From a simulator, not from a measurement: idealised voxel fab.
process module | voxel tone inversion
cross-section cut | 285 nm wide | cells 5 nm
A cross-section is a grid of square cells, given in bands from the top down. A band is one or more rows of cells.
Each band's line starts with the height of the band's top and of its bottom, in nm. Then come its materials from left to right, each with its width in nm. One material with "throughout" fills the band from edge to edge. "air" is empty space.
Height 0 is the level under which the wafer as received is all one material. The lowest band goes on downwards, as in "0 down".
A width such as "30 to 40" changes by the same amount from each row of cells to the next, from the band's top row to its bottom row.
"no change" after a step means that no cell of the cross-section changed.
closed voids: empty space of 8 cells or more with no open way to the top, each as width x height at its distance from the left edge, in nm
after a step's settings: what the simulator itself notes on the step
overlay nm, on a step with a mask: how far to the right of its planned place the mask lay; to the left if negative
plan
1 op RECEIVE | material Si
2 op CONFORMAL_DEP | material SiN | thk nm 5
3 op DIRECTIONAL_DEP | material aC | thk nm 20
4 op PATTERN | tone cover | mask id POSTS | material resist | width nm 15 | pitch nm 45 | thk nm 25 | overlay nm -15
5 op DIRECTIONAL_ETCH | etch materials aC | depth nm 20
6 op STRIP | etch materials resist
7 op FILL_DEP | material SiO2 | thk nm 10
8 op CMP | height nm 25
9 op STRIP | etch materials aC
10 op CONFORMAL_DEP | material TiN | thk nm 5
11 op FILL_DEP | material Ru | thk nm 5
12 op CMP | height nm 25
13 op CONFORMAL_DEP | material SiCN | thk nm 5
varied across the wafers: overlay nm of step 4. The plan shows the first wafer's value. All wafers start alike
first wafer as received, after step 1
  0 down: Si throughout
  closed voids: none
first wafer at the end, after step 13
  30 to 25: SiCN throughout
  25 to 10: SiO2 95 | TiN 5 | Ru 5 | TiN 5 | SiO2 30 | TiN 5 | Ru 5 | TiN 5 | SiO2 130
  10 to 5: SiO2 95 | TiN 15 | SiO2 30 | TiN 15 | SiO2 130
  5 to 0: SiN throughout
  0 down: Si throughout
  closed voids: none
last wafer at the end
  30 to 25: SiCN throughout
  25 to 10: SiO2 125 | TiN 5 | Ru 5 | TiN 5 | SiO2 30 | TiN 5 | Ru 5 | TiN 5 | SiO2 100
  10 to 5: SiO2 125 | TiN 15 | SiO2 30 | TiN 15 | SiO2 100
  5 to 0: SiN throughout
  0 down: Si throughout
  closed voids: none
each wafer at the end: cells of each material gained (+) or lost (-) since it was received, then its closed voids
overlay nm -15 | +6 Ru | +57 SiCN | +57 SiN | +204 SiO2 | +18 TiN | closed voids: none
overlay nm -10 | +6 Ru | +57 SiCN | +57 SiN | +204 SiO2 | +18 TiN | closed voids: none
overlay nm -5 | +6 Ru | +57 SiCN | +57 SiN | +204 SiO2 | +18 TiN | closed voids: none
overlay nm 0 | +6 Ru | +57 SiCN | +57 SiN | +204 SiO2 | +18 TiN | closed voids: none
overlay nm 5 | +6 Ru | +57 SiCN | +57 SiN | +204 SiO2 | +18 TiN | closed voids: none
overlay nm 10 | +6 Ru | +57 SiCN | +57 SiN | +204 SiO2 | +18 TiN | closed voids: none
overlay nm 15 | +6 Ru | +57 SiCN | +57 SiN | +204 SiO2 | +18 TiN | closed voids: none
